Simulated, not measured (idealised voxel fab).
Proc. module: voxel self aligned contacts
Shown is cross-section cut, with a width of 230 nm and square cells of size 5 nm.
Cross-section = grid of square cells, listed top down in bands; band = one or more rows.
It is stipulated that each band's entry specify, in nanometres, the height of the top of the band and then that of its bottom, followed by the materials of the band in left-to-right sequence, each together with its width in nanometres. A single material marked by the word "edge to edge" is understood to fill the band from edge to edge; the word "empty" is understood to denote empty space.
Zero point of the height axis is 0; under it, received wafer = one material. Lowest band: continues down indefinitely, "top 0, no bottom".
The two numbers in a width such as "30 to 40" mark its ends across the band: the first belongs to the top row of cells, the second to the bottom row, and from each row to the next the width moves by the same amount.
"nothing different" (step): cross-section cells unchanged, all of them.
The entry titled "Sealed void inventory" provides the empty spaces that have no open way to the top, restricted to those of 8 cells or more. Each is presented as width x height at distance, the distance being measured from the left edge, with all three in nm.
What comes after the settings on a step's line is commentary from the simulator itself on that step.
overlay nm: where the mask lay relative to plan, measured to the right, on steps with a mask; negatives go left.

-- The following list gives the planned process steps
1 RECEIVE,material Si
2 CONFORMAL_DEP,material SiO2,thk nm 5
3 DIRECTIONAL_DEP,material polySi,thk nm 25
4 DIRECTIONAL_DEP,material SiN,thk nm 20
5 DIRECTIONAL_DEP,material aC,thk nm 15
6 PATTERN,tone cover,mask id GATE,material resist,width nm 30,pitch nm 55,thk nm 30,overlay nm 0
7 DIRECTIONAL_ETCH,etch materials aC,depth nm 15
8 STRIP,etch materials resist
9 DIRECTIONAL_ETCH,etch materials SiN,depth nm 20
10 DIRECTIONAL_ETCH,etch materials polySi,depth nm 25
11 STRIP,etch materials aC
12 CONFORMAL_DEP,material SiN,thk nm 5
13 DIRECTIONAL_ETCH,etch materials SiN,depth nm 5
14 FILL_DEP,material SiO2,thk nm 15
15 CMP,height nm 60
16 DIRECTIONAL_DEP,material aC,thk nm 15
17 PATTERN,tone open,mask id CONTACT,material resist,width nm 35,thk nm 35,overlay nm -15
18 DIRECTIONAL_ETCH,etch materials aC,depth nm 15
19 STRIP,etch materials resist
20 DIRECTIONAL_ETCH,etch materials SiO2,depth nm 60
21 STRIP,etch materials aC
22 CONFORMAL_DEP,material TiN,thk nm 5
23 FILL_DEP,material W,thk nm 5
24 CMP,height nm 60
25 CONFORMAL_DEP,material SiN,thk nm 5
What sets these wafers apart? The overlay nm at step 17. They all start alike, and the plan carries the first wafer's value.

-- The first of several wafers as received, shown in cross-section; this is its state after step 1
> top 0, no bottom = Si edge to edge
> Sealed void inventory: none

-- Per-wafer rows below. For each material: cells gained (+) or lost (-) since the wafer was received, as of end of module. Then: closed voids
overlay nm -15 | +130 SiN | +374 SiO2 | +29 TiN | +5 W | +60 polySi | Sealed void inventory: none
overlay nm -10 | +130 SiN | +364 SiO2 | +29 TiN | +15 W | +60 polySi | Sealed void inventory: none
overlay nm -5 | +130 SiN | +364 SiO2 | +29 TiN | +15 W | +60 polySi | Sealed void inventory: none
overlay nm 0 | +130 SiN | +364 SiO2 | +29 TiN | +15 W | +60 polySi | Sealed void inventory: none
overlay nm 5 | +130 SiN | +364 SiO2 | +29 TiN | +15 W | +60 polySi | Sealed void inventory: none
overlay nm 10 | +130 SiN | +364 SiO2 | +29 TiN | +15 W | +60 polySi | Sealed void inventory: none
overlay nm 15 | +130 SiN | +374 SiO2 | +29 TiN | +5 W | +60 polySi | Sealed void inventory: none
